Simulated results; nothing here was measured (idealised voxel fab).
Herein follows the process module entitled voxel ribs on slabs.
Cross-section cut spans 270 nm and uses square cells 5 nm in size.
Reading order for cross-sections: top band down to bottom band. Underlying form: a grid of square cells. Band size: one or more rows of cells. The band entry comprises the height of the band's top followed by the height of its bottom, expressed in nm, and subsequently the band's materials from left to right, each stated together with its width in nm. Where a single material is marked with the word "throughout", that material fills the band from edge to edge. The word "air" represents empty space. For the purposes of this specification, 0 denotes the height below which the wafer in its as-received condition is composed wholly of one material, and the lowermost band, lacking a lower limit, extends downward without end, as expressed in "z 0 and below". It should be noted that a width expressed as "30->40" varies in equal increments from row to row of cells within the band, taking the value of the first number at the top row and that of the second number at the bottom row. The designation "same as before", where it is given for a processing step, indicates that no cell of the cross-section was altered in the course of that step. Enclosed voids (no open way to top), threshold 8 cells or more, entry "Enclosed cavities", notation width x height at distance, distance from left edge, nm. Note: text after step settings on the step line = simulator remark on that step. overlay nm: right-of-plan distance of the mask on a masked step; negative values mean left-of-plan.

The planned process steps are enumerated hereunder:
| 1 | op RECEIVE | material Si |
| 2 | op DIRECTIONAL_DEP | material SiO2 | thk nm 20 |
| 3 | op DIRECTIONAL_DEP | material polySi | thk nm 15 |
| 4 | op MASKED_ETCH | tone cover | mask id RIB | width nm 30 | etch materials polySi | depth nm 5 | overlay nm 0 |
| 5 | op PATTERN | tone cover | mask id SLAB | material resist | width nm 60 | thk nm 15 | overlay nm 0 |
| 6 | op DIRECTIONAL_ETCH | etch materials polySi | depth nm 10 |
| 7 | op STRIP | etch materials resist |
| 8 | op FILL_DEP | material SiO2 | thk nm 20 |
| 9 | op CMP | height nm 50 |
| 10 | op DIRECTIONAL_DEP | material W | thk nm 5 |
| 11 | op DIRECTIONAL_DEP | material aC | thk nm 10 |
| 12 | op PATTERN | tone cover | mask id HEATER | material resist | width nm 40 | thk nm 25 | overlay nm 0 |
| 13 | op DIRECTIONAL_ETCH | etch materials aC | depth nm 10 |
| 14 | op STRIP | etch materials resist |
| 15 | op DIRECTIONAL_ETCH | etch materials W | depth nm 5 |
| 16 | op STRIP | etch materials aC |
| 17 | op CONFORMAL_DEP | material SiO2 | thk nm 5 |

Cross-section of the wafer upon arrival, representing the state reached after step 1:
> z 0 and below | Si throughout
> Enclosed cavities: none

Wafer at module end, in section. Began as above, planned as above, run with one mistake:
> z 60 to 55 | air 110 / SiO2 50 / air 110
> z 55 to 50 | SiO2 115 / W 40 / SiO2 115
> z 50 to 15 | SiO2 throughout
> z 15 to 0 | polySi throughout
> z 0 and below | Si throughout
> Enclosed cavities: none
Here's what went sideways: so 2 and 3 got swapped relative to the plan, each ran where the other was supposed to
